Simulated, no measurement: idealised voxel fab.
Module name: voxel capacitor over wiring (process module)
cross-section cut | 280 nm wide | cells 5 nm
We lay out every cross-section as a grid of square cells and spell it out in bands from the top down, where one band means one or more rows of cells. Top height, bottom height, nm. Materials left to right, width each, nm. Single material + "all across" = fills band edge to edge. "empty" = empty. Heights are expressed relative to 0, this being the level below which the as-received wafer comprises one material exclusively. The lowest band is unbounded in the downward direction and is denoted as in "0 down". Note: "30 to 40" means the width goes from the first number (top row of the band) to the second number (bottom row) in equal steps per row of cells. For the purposes of this document, the phrase "no alterations made" attached to a step denotes that no cell within the cross-section was modified by that step. "Sealed void listing" enumerates empty spaces isolated from the top, with no open way to it, that contain at least 8 cells, giving each as width x height at distance from the left edge, all three in nm. On each step's line, the part that comes after the settings is the simulator's own comment on the step. overlay nm: for a step with a mask, the amount by which the mask lay right of where it was planned; a negative amount means left of it.
### The process steps that were planned are listed below
1,RECEIVE [material Si]
2,CONFORMAL_DEP [material SiO2] [thk nm 15]
3,DIRECTIONAL_DEP [material TiN] [thk nm 5]
4,DIRECTIONAL_DEP [material W] [thk nm 15]
5,DIRECTIONAL_DEP [material aC] [thk nm 10]
6,PATTERN [tone cover] [mask id METAL_1] [material resist] [width nm 20] [pitch nm 70] [thk nm 30] [overlay nm 0]
7,DIRECTIONAL_ETCH [etch materials aC] [depth nm 10]
8,STRIP [etch materials resist]
9,DIRECTIONAL_ETCH [etch materials W] [depth nm 15]
10,DIRECTIONAL_ETCH [etch materials TiN] [depth nm 5]
11,STRIP [etch materials aC]
12,FILL_DEP [material SiO2] [thk nm 5]
13,CMP [height nm 35]
14,CONFORMAL_DEP [material SiCN] [thk nm 5]
15,DIRECTIONAL_DEP [material SiO2] [thk nm 15]
16,MASKED_ETCH [tone open] [mask id PLUG_1] [width nm 15] [etch materials SiO2] [depth nm 15] [overlay nm 0]
17,MASKED_ETCH [tone open] [mask id PLUG_1] [width nm 15] [etch materials SiCN] [depth nm 5] [overlay nm 0]
18,EPI [material Ru] [thk nm 10]
19,EPI [material Ru] [thk nm 10]
20,DIRECTIONAL_DEP [material TiN] [thk nm 10]
21,DIRECTIONAL_DEP [material SiN] [thk nm 5]
22,DIRECTIONAL_DEP [material TiN] [thk nm 5]
23,PATTERN [tone cover] [mask id UPPER_PLATE] [material resist] [width nm 55] [thk nm 20] [overlay nm 0]
24,DIRECTIONAL_ETCH [etch materials TiN] [depth nm 5]
25,DIRECTIONAL_ETCH [etch materials SiN] [depth nm 5]
26,STRIP [etch materials resist]
27,DIRECTIONAL_DEP [material aC] [thk nm 10]
28,PATTERN [tone cover] [mask id LOWER_PLATE] [material resist] [width nm 65] [thk nm 25] [overlay nm 0]
29,DIRECTIONAL_ETCH [etch materials aC] [depth nm 10]
30,STRIP [etch materials resist]
31,DIRECTIONAL_ETCH [etch materials TiN] [depth nm 10]
32,STRIP [etch materials aC]
33,FILL_DEP [material SiO2] [thk nm 20]
34,CMP [height nm 90]
35,PATTERN [tone open] [mask id PLUG_2] [material resist] [width nm 15] [thk nm 15] [overlay nm 0]
36,DIRECTIONAL_ETCH [etch materials SiO2] [depth nm 15]
37,STRIP [etch materials resist]
38,CONFORMAL_DEP [material TiN] [thk nm 5]
39,FILL_DEP [material W] [thk nm 10]
40,CMP [height nm 90]
41,CONFORMAL_DEP [material SiN] [thk nm 5]
### Concerning the first of two wafers, which was run in accordance with the plan
### As-received wafer cross-section (after step 1)
    0 down | Si all across
    Sealed void listing: none
### So this is the wafer cross-section right after step 2
    15 to 0 | SiO2 all across
    At heights below 0, the structure remains unaltered.
### So this is the wafer cross-section right after step 3
    20 to 15 | TiN all across
    At heights below 15, the structure remains unaltered.
### So this is the wafer cross-section right after step 4
    35 to 20 | W all across
    At heights below 20, the structure remains unaltered.
### So this is the wafer cross-section right after step 5
    45 to 35 | aC all across
    At heights below 35, the structure remains unaltered.
### So this is the wafer cross-section right after step 6
    75 to 45 | empty (95)  resist (20)  empty (50)  resist (20)  empty (95)
    At heights below 45, the structure remains unaltered.
### So this is the wafer cross-section right after step 7
    65 to 45 | empty (95)  resist (20)  empty (50)  resist (20)  empty (95)
    45 to 35 | empty (95)  aC (20)  empty (50)  aC (20)  empty (95)
    At heights below 35, the structure remains unaltered.
### So this is the wafer cross-section right after step 8
    45 to 35 | empty (95)  aC (20)  empty (50)  aC (20)  empty (95)
    At heights below 35, the structure remains unaltered.
### So this is the wafer cross-section right after step 9
    45 to 35 | empty (95)  aC (20)  empty (50)  aC (20)  empty (95)
    35 to 20 | empty (95)  W (20)  empty (50)  W (20)  empty (95)
    At heights below 20, the structure remains unaltered.
### So this is the wafer cross-section right after step 10
    45 to 35 | empty (95)  aC (20)  empty (50)  aC (20)  empty (95)
    35 to 20 | empty (95)  W (20)  empty (50)  W (20)  empty (95)
    20 to 15 | empty (95)  TiN (20)  empty (50)  TiN (20)  empty (95)
    At heights below 15, the structure remains unaltered.
### So this is the wafer cross-section right after step 11
    35 to 20 | empty (95)  W (20)  empty (50)  W (20)  empty (95)
    At heights below 20, the structure remains unaltered.
### So this is the wafer cross-section right after step 12
    40 to 35 | SiO2 all across
    35 to 20 | SiO2 (95)  W (20)  SiO2 (50)  W (20)  SiO2 (95)
    20 to 15 | SiO2 (95)  TiN (20)  SiO2 (50)  TiN (20)  SiO2 (95)
    At heights below 15, the structure remains unaltered.
### So this is the wafer cross-section right after step 13
    35 to 20 | SiO2 (95)  W (20)  SiO2 (50)  W (20)  SiO2 (95)
    At heights below 20, the structure remains unaltered.
### So this is the wafer cross-section right after step 14
    40 to 35 | SiCN all across
    At heights below 35, the structure remains unaltered.
### So this is the wafer cross-section right after step 15
    55 to 40 | SiO2 all across
    At heights below 40, the structure remains unaltered.
### So this is the wafer cross-section right after step 16
    55 to 40 | SiO2 (100)  empty (15)  SiO2 (165)
    At heights below 40, the structure remains unaltered.
### So this is the wafer cross-section right after step 17
    55 to 40 | SiO2 (100)  empty (15)  SiO2 (165)
    40 to 35 | SiCN (100)  empty (15)  SiCN (165)
    At heights below 35, the structure remains unaltered.
### So this is the wafer cross-section right after step 18
    55 to 45 | SiO2 (100)  empty (15)  SiO2 (165)
    45 to 40 | SiO2 (100)  Ru (15)  SiO2 (165)
    40 to 35 | SiCN (100)  Ru (15)  SiCN (165)
    At heights below 35, the structure remains unaltered.
### So this is the wafer cross-section right after step 19
    55 to 40 | SiO2 (100)  Ru (15)  SiO2 (165)
    At heights below 40, the structure remains unaltered.
### So this is the wafer cross-section right after step 20
    65 to 55 | TiN all across
    At heights below 55, the structure remains unaltered.
### So this is the wafer cross-section right after step 21
    70 to 65 | SiN all across
    At heights below 65, the structure remains unaltered.
### So this is the wafer cross-section right after step 22
    75 to 70 | TiN all across
    At heights below 70, the structure remains unaltered.
### So this is the wafer cross-section right after step 23
    95 to 75 | empty (100)  resist (55)  empty (125)
    At heights below 75, the structure remains unaltered.
### So this is the wafer cross-section right after step 24
    95 to 75 | empty (100)  resist (55)  empty (125)
    75 to 70 | empty (100)  TiN (55)  empty (125)
    At heights below 70, the structure remains unaltered.
### So this is the wafer cross-section right after step 25
    95 to 75 | empty (100)  resist (55)  empty (125)
    75 to 70 | empty (100)  TiN (55)  empty (125)
    70 to 65 | empty (100)  SiN (55)  empty (125)
    At heights below 65, the structure remains unaltered.
### So this is the wafer cross-section right after step 26
    75 to 70 | empty (100)  TiN (55)  empty (125)
    At heights below 70, the structure remains unaltered.
### So this is the wafer cross-section right after step 27
    85 to 75 | empty (100)  aC (55)  empty (125)
    75 to 70 | aC (100)  TiN (55)  aC (125)
    70 to 65 | aC (100)  SiN (55)  aC (125)
    At heights below 65, the structure remains unaltered.
### So this is the wafer cross-section right after step 28
    110 to 85 | empty (95)  resist (65)  empty (120)
    85 to 75 | empty (95)  resist (5)  aC (55)  resist (5)  empty (120)
    At heights below 75, the structure remains unaltered.
### So this is the wafer cross-section right after step 29
    100 to 85 | empty (95)  resist (65)  empty (120)
    85 to 75 | empty (95)  resist (5)  aC (55)  resist (5)  empty (120)
    75 to 70 | empty (95)  aC (5)  TiN (55)  aC (5)  empty (120)
    70 to 65 | empty (95)  aC (5)  SiN (55)  aC (5)  empty (120)
    At heights below 65, the structure remains unaltered.
### So this is the wafer cross-section right after step 30
    85 to 75 | empty (100)  aC (55)  empty (125)
    At heights below 75, the structure remains unaltered.
### So this is the wafer cross-section right after step 31
    85 to 75 | empty (100)  aC (55)  empty (125)
    75 to 70 | empty (95)  aC (5)  TiN (55)  aC (5)  empty (120)
    70 to 65 | empty (95)  aC (5)  SiN (55)  aC (5)  empty (120)
    65 to 55 | empty (95)  TiN (65)  empty (120)
    At heights below 55, the structure remains unaltered.
### So this is the wafer cross-section right after step 32
    75 to 70 | empty (100)  TiN (55)  empty (125)
    70 to 65 | empty (100)  SiN (55)  empty (125)
    At heights below 65, the structure remains unaltered.
### So this is the wafer cross-section right after step 33
    95 to 75 | SiO2 all across
    75 to 70 | SiO2 (100)  TiN (55)  SiO2 (125)
    70 to 65 | SiO2 (100)  SiN (55)  SiO2 (125)
    65 to 55 | SiO2 (95)  TiN (65)  SiO2 (120)
    At heights below 55, the structure remains unaltered.
### So this is the wafer cross-section right after step 34
    90 to 75 | SiO2 all across
    At heights below 75, the structure remains unaltered.
### So this is the wafer cross-section right after step 35
    105 to 90 | resist (110)  empty (15)  resist (155)
    At heights below 90, the structure remains unaltered.
### So this is the wafer cross-section right after step 36
    105 to 90 | resist (110)  empty (15)  resist (155)
    90 to 75 | SiO2 (110)  empty (15)  SiO2 (155)
    At heights below 75, the structure remains unaltered.
### So this is the wafer cross-section right after step 37
    90 to 75 | SiO2 (110)  empty (15)  SiO2 (155)
    At heights below 75, the structure remains unaltered.
### So this is the wafer cross-section right after step 38
    95 to 90 | TiN (115)  empty (5)  TiN (160)
    90 to 80 | SiO2 (110)  TiN (5)  empty (5)  TiN (5)  SiO2 (155)
    80 to 70 | SiO2 (110 to 100)  TiN (15 to 55)  SiO2 (155 to 125)
    At heights below 70, the structure remains unaltered.
### So this is the wafer cross-section right after step 39
    105 to 95 | W all across
    95 to 90 | TiN (115)  W (5)  TiN (160)
    90 to 80 | SiO2 (110)  TiN (5)  W (5)  TiN (5)  SiO2 (155)
    At heights below 80, the structure remains unaltered.
### So this is the wafer cross-section right after step 40
    90 to 80 | SiO2 (110)  TiN (5)  W (5)  TiN (5)  SiO2 (155)
    At heights below 80, the structure remains unaltered.
### So this is the wafer cross-section right after step 41
    95 to 90 | SiN all across
    At heights below 90, the structure remains unaltered.
### Second wafer: same start and same plan as the first, one execution error; identical to the first through step 1
### Cross-section: second wafer, time at which step 2 was scheduled to end
    30 to 0 | SiO2 all across
    At heights below 0, the structure remains unaltered.
### Cross-section: second wafer, time at which step 3 was scheduled to end
    35 to 30 | TiN all across
    At heights below 30, the structure remains unaltered.
### Cross-section: second wafer, time at which step 4 was scheduled to end
    50 to 35 | W all across
    At heights below 35, the structure remains unaltered.
### Cross-section: second wafer, time at which step 5 was scheduled to end
    60 to 50 | aC all across
    At heights below 50, the structure remains unaltered.
### Cross-section: second wafer, time at which step 6 was scheduled to end
    90 to 60 | empty (95)  resist (20)  empty (50)  resist (20)  empty (95)
    At heights below 60, the structure remains unaltered.
### Cross-section: second wafer, time at which step 7 was scheduled to end
    80 to 60 | empty (95)  resist (20)  empty (50)  resist (20)  empty (95)
    60 to 50 | empty (95)  aC (20)  empty (50)  aC (20)  empty (95)
    At heights below 50, the structure remains unaltered.
### Cross-section: second wafer, time at which step 8 was scheduled to end
    60 to 50 | empty (95)  aC (20)  empty (50)  aC (20)  empty (95)
    At heights below 50, the structure remains unaltered.
### Cross-section: second wafer, time at which step 9 was scheduled to end
    60 to 50 | empty (95)  aC (20)  empty (50)  aC (20)  empty (95)
    50 to 35 | empty (95)  W (20)  empty (50)  W (20)  empty (95)
    At heights below 35, the structure remains unaltered.
### Cross-section: second wafer, time at which step 10 was scheduled to end
    60 to 50 | empty (95)  aC (20)  empty (50)  aC (20)  empty (95)
    50 to 35 | empty (95)  W (20)  empty (50)  W (20)  empty (95)
    35 to 30 | empty (95)  TiN (20)  empty (50)  TiN (20)  empty (95)
    At heights below 30, the structure remains unaltered.
### Cross-section: second wafer, time at which step 11 was scheduled to end
    50 to 35 | empty (95)  W (20)  empty (50)  W (20)  empty (95)
    At heights below 35, the structure remains unaltered.
### Cross-section: second wafer, time at which step 12 was scheduled to end
    55 to 50 | SiO2 all across
    50 to 35 | SiO2 (95)  W (20)  SiO2 (50)  W (20)  SiO2 (95)
    35 to 30 | SiO2 (95)  TiN (20)  SiO2 (50)  TiN (20)  SiO2 (95)
    At heights below 30, the structure remains unaltered.
### Cross-section: second wafer, time at which step 13 was scheduled to end
    35 to 30 | SiO2 (95)  TiN (20)  SiO2 (50)  TiN (20)  SiO2 (95)
    At heights below 30, the structure remains unaltered.
### Cross-section: second wafer, time at which step 14 was scheduled to end
    40 to 35 | SiCN all across
    At heights below 35, the structure remains unaltered.
### Cross-section: second wafer, time at which step 15 was scheduled to end
    55 to 40 | SiO2 all across
    At heights below 40, the structure remains unaltered.
### Cross-section: second wafer, time at which step 16 was scheduled to end
    55 to 40 | SiO2 (100)  empty (15)  SiO2 (165)
    At heights below 40, the structure remains unaltered.
### Cross-section: second wafer, time at which step 17 was scheduled to end
    55 to 40 | SiO2 (100)  empty (15)  SiO2 (165)
    40 to 35 | SiCN (100)  empty (15)  SiCN (165)
    At heights below 35, the structure remains unaltered.
### Cross-section: second wafer, time at which step 18 was scheduled to end
    55 to 45 | SiO2 (100)  empty (15)  SiO2 (165)
    45 to 40 | SiO2 (100)  Ru (15)  SiO2 (165)
    40 to 35 | SiCN (100)  Ru (15)  SiCN (165)
    At heights below 35, the structure remains unaltered.
### Cross-section: second wafer, time at which step 19 was scheduled to end
    55 to 40 | SiO2 (100)  Ru (15)  SiO2 (165)
    At heights below 40, the structure remains unaltered.
### Cross-section: second wafer, time at which step 20 was scheduled to end
    65 to 55 | TiN all across
    At heights below 55, the structure remains unaltered.
### Cross-section: second wafer, time at which step 21 was scheduled to end
    70 to 65 | SiN all across
    At heights below 65, the structure remains unaltered.
### Cross-section: second wafer, time at which step 22 was scheduled to end
    75 to 70 | TiN all across
    At heights below 70, the structure remains unaltered.
### Cross-section: second wafer, time at which step 23 was scheduled to end
    95 to 75 | empty (100)  resist (55)  empty (125)
    At heights below 75, the structure remains unaltered.
### Cross-section: second wafer, time at which step 24 was scheduled to end
    95 to 75 | empty (100)  resist (55)  empty (125)
    75 to 70 | empty (100)  TiN (55)  empty (125)
    At heights below 70, the structure remains unaltered.
### Cross-section: second wafer, time at which step 25 was scheduled to end
    95 to 75 | empty (100)  resist (55)  empty (125)
    75 to 70 | empty (100)  TiN (55)  empty (125)
    70 to 65 | empty (100)  SiN (55)  empty (125)
    At heights below 65, the structure remains unaltered.
### Cross-section: second wafer, time at which step 26 was scheduled to end
    75 to 70 | empty (100)  TiN (55)  empty (125)
    At heights below 70, the structure remains unaltered.
### Cross-section: second wafer, time at which step 27 was scheduled to end
    85 to 75 | empty (100)  aC (55)  empty (125)
    75 to 70 | aC (100)  TiN (55)  aC (125)
    70 to 65 | aC (100)  SiN (55)  aC (125)
    At heights below 65, the structure remains unaltered.
### Cross-section: second wafer, time at which step 28 was scheduled to end
    110 to 85 | empty (95)  resist (65)  empty (120)
    85 to 75 | empty (95)  resist (5)  aC (55)  resist (5)  empty (120)
    At heights below 75, the structure remains unaltered.
### Cross-section: second wafer, time at which step 29 was scheduled to end
    100 to 85 | empty (95)  resist (65)  empty (120)
    85 to 75 | empty (95)  resist (5)  aC (55)  resist (5)  empty (120)
    75 to 70 | empty (95)  aC (5)  TiN (55)  aC (5)  empty (120)
    70 to 65 | empty (95)  aC (5)  SiN (55)  aC (5)  empty (120)
    At heights below 65, the structure remains unaltered.
### Cross-section: second wafer, time at which step 30 was scheduled to end
    85 to 75 | empty (100)  aC (55)  empty (125)
    At heights below 75, the structure remains unaltered.
### Cross-section: second wafer, time at which step 31 was scheduled to end
    85 to 75 | empty (100)  aC (55)  empty (125)
    75 to 70 | empty (95)  aC (5)  TiN (55)  aC (5)  empty (120)
    70 to 65 | empty (95)  aC (5)  SiN (55)  aC (5)  empty (120)
    65 to 55 | empty (95)  TiN (65)  empty (120)
    At heights below 55, the structure remains unaltered.
### Cross-section: second wafer, time at which step 32 was scheduled to end
    75 to 70 | empty (100)  TiN (55)  empty (125)
    70 to 65 | empty (100)  SiN (55)  empty (125)
    At heights below 65, the structure remains unaltered.
### Cross-section: second wafer, time at which step 33 was scheduled to end
    95 to 75 | SiO2 all across
    75 to 70 | SiO2 (100)  TiN (55)  SiO2 (125)
    70 to 65 | SiO2 (100)  SiN (55)  SiO2 (125)
    65 to 55 | SiO2 (95)  TiN (65)  SiO2 (120)
    At heights below 55, the structure remains unaltered.
### Cross-section: second wafer, time at which step 34 was scheduled to end
    90 to 75 | SiO2 all across
    At heights below 75, the structure remains unaltered.
### Cross-section: second wafer, time at which step 35 was scheduled to end
    105 to 90 | resist (110)  empty (15)  resist (155)
    At heights below 90, the structure remains unaltered.
### Cross-section: second wafer, time at which step 36 was scheduled to end
    105 to 90 | resist (110)  empty (15)  resist (155)
    90 to 75 | SiO2 (110)  empty (15)  SiO2 (155)
    At heights below 75, the structure remains unaltered.
### Cross-section: second wafer, time at which step 37 was scheduled to end
    90 to 75 | SiO2 (110)  empty (15)  SiO2 (155)
    At heights below 75, the structure remains unaltered.
### Cross-section: second wafer, time at which step 38 was scheduled to end
    95 to 90 | TiN (115)  empty (5)  TiN (160)
    90 to 80 | SiO2 (110)  TiN (5)  empty (5)  TiN (5)  SiO2 (155)
    80 to 70 | SiO2 (110 to 100)  TiN (15 to 55)  SiO2 (155 to 125)
    At heights below 70, the structure remains unaltered.
### Cross-section: second wafer, time at which step 39 was scheduled to end
    105 to 95 | W all across
    95 to 90 | TiN (115)  W (5)  TiN (160)
    90 to 80 | SiO2 (110)  TiN (5)  W (5)  TiN (5)  SiO2 (155)
    At heights below 80, the structure remains unaltered.
### Cross-section: second wafer, time at which step 40 was scheduled to end
    90 to 80 | SiO2 (110)  TiN (5)  W (5)  TiN (5)  SiO2 (155)
    At heights below 80, the structure remains unaltered.
### Cross-section: second wafer, time at which step 41 was scheduled to end
    95 to 90 | SiN all across
    At heights below 90, the structure remains unaltered.
What broke from the plan during processing? heads up, step 2 of the plan got done twice
Final comparison by cell count, materials where the second wafer has more or fewer than the first: 24 more of SiO2, 24 fewer of W
